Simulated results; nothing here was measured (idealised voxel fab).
Process module, titled voxel fin reveal
Cross-section cut spans 200 nm and uses square cells 5 nm in size.
For the purposes of this document, a cross-section shall be understood as a grid of square cells, specified as bands listed in top-to-bottom order, each band consisting of one or more rows of cells. First you get the band's top height and its bottom height, in nm, and then the materials it's made of, left to right, with each width in nm. If you see a single material with "throughout", that one covers the band edge to edge. "air" is empty space. Basically, 0 is our baseline, since under it the wafer straight out of the box is all one material. The bottom band has no lower end and keeps on going down, so it looks like "0 and below". You'd read "30->40" like this: the band's top row of cells is as wide as the first number, its bottom row is as wide as the second, and going down, every row changes width by the same amount as the row before did. "no modification" -> step changed no cross-section cell. "Cavities, sealed": sealed empty spaces, 8 cells or more, no open way to top, listed width x height at distance, with distance from the left edge and width, height and distance in nm. That trailing text on a step's line, after the settings, is the simulator's own remark on the step. Among the settings permitted on a step's line is "overlay nm"; applied to a step with a mask, it specifies the extent to which the mask lay to the right of its planned position, whereas a negative figure signifies a position to the left.
Planned process steps:
1) op RECEIVE | material Si
2) op CONFORMAL_DEP | material SiN | thk nm 5
3) op DIRECTIONAL_DEP | material aC | thk nm 15
4) op PATTERN | tone cover | mask id FINS | material resist | width nm 15 | pitch nm 35 | thk nm 35 | overlay nm 0
5) op DIRECTIONAL_ETCH | etch materials aC | depth nm 15
6) op STRIP | etch materials resist
7) op DIRECTIONAL_ETCH | etch materials SiN | depth nm 5
8) op DIRECTIONAL_ETCH | etch materials Si | depth nm 35
9) op STRIP | etch materials aC
10) op OXIDIZE | depth nm 5
11) op FILL_DEP | material SiO2 | thk nm 10
12) op CMP | height nm 5
13) op SELECTIVE_ETCH | etch materials SiO2 | depth nm 30
14) op STRIP | etch materials SiN
First wafer out of two, processed as planned:
As received (post step 1): cross-section:
0 and below: Si throughout
Cavities, sealed: none
Cross-section of the wafer subsequent to step 2:
5 down to 0: SiN throughout
Below 0, no change.
Cross-section of the wafer subsequent to step 3:
20 down to 5: aC throughout
Below 5, no change.
Cross-section of the wafer subsequent to step 4:
55 down to 20: 75 of air / 15 of resist / 20 of air / 15 of resist / 75 of air
Below 20, no change.
Cross-section of the wafer subsequent to step 5:
40 down to 20: 75 of air / 15 of resist / 20 of air / 15 of resist / 75 of air
20 down to 5: 75 of air / 15 of aC / 20 of air / 15 of aC / 75 of air
Below 5, no change.
Cross-section of the wafer subsequent to step 6:
20 down to 5: 75 of air / 15 of aC / 20 of air / 15 of aC / 75 of air
Below 5, no change.
Cross-section of the wafer subsequent to step 7:
20 down to 5: 75 of air / 15 of aC / 20 of air / 15 of aC / 75 of air
5 down to 0: 75 of air / 15 of SiN / 20 of air / 15 of SiN / 75 of air
Below 0, no change.
Cross-section of the wafer subsequent to step 8:
20 down to 5: 75 of air / 15 of aC / 20 of air / 15 of aC / 75 of air
5 down to 0: 75 of air / 15 of SiN / 20 of air / 15 of SiN / 75 of air
0 down to -35: 75 of air / 15 of Si / 20 of air / 15 of Si / 75 of air
Below -35, no change.
Cross-section of the wafer subsequent to step 9:
5 down to 0: 75 of air / 15 of SiN / 20 of air / 15 of SiN / 75 of air
Below 0, no change.
Cross-section of the wafer subsequent to step 10:
5 down to 0: 75 of air / 15 of SiN / 20 of air / 15 of SiN / 75 of air
0 down to -35: 75 of air / 5 of SiO2 / 5 of Si / 5 of SiO2 / 20 of air / 5 of SiO2 / 5 of Si / 5 of SiO2 / 75 of air
-35 down to -40: 80 of SiO2 / 5 of Si / 30 of SiO2 / 5 of Si / 80 of SiO2
Below -40, no change.
Cross-section of the wafer subsequent to step 11:
15 down to 5: SiO2 throughout
5 down to 0: 75 of SiO2 / 15 of SiN / 20 of SiO2 / 15 of SiN / 75 of SiO2
0 down to -40: 80 of SiO2 / 5 of Si / 30 of SiO2 / 5 of Si / 80 of SiO2
Below -40, no change.
Cross-section of the wafer subsequent to step 12:
5 down to 0: 75 of SiO2 / 15 of SiN / 20 of SiO2 / 15 of SiN / 75 of SiO2
Below 0, no change.
Cross-section of the wafer subsequent to step 13:
5 down to 0: 75 of air / 15 of SiN / 20 of air / 15 of SiN / 75 of air
0 down to -25: 80 of air / 5 of Si / 30 of air / 5 of Si / 80 of air
Below -25, no change.
Cross-section of the wafer subsequent to step 14:
0 down to -25: 80 of air / 5 of Si / 30 of air / 5 of Si / 80 of air
Below -25, no change.
Second wafer, same starting conditions and recipe as the first, one mistake in executing it, nothing differs from the first up to and including step 12:
Second wafer cross-section, taken as of the time the plan sets for step 13 to be done:
5 down to 0: 75 of air / 15 of SiN / 20 of air / 15 of SiN / 75 of air
0 down to -35: 80 of air / 5 of Si / 30 of air / 5 of Si / 80 of air
Below -35, no change.
Second wafer cross-section, taken as of the time the plan sets for step 14 to be done:
0 down to -35: 80 of air / 5 of Si / 30 of air / 5 of Si / 80 of air
Below -35, no change.
What was the processing mistake? planned and actual differ for step 13; actual: op SELECTIVE_ETCH | etch materials SiO2 | depth nm 40
FYI, end of process, the second wafer has more or fewer cells of some materials than the first: -76 SiO2
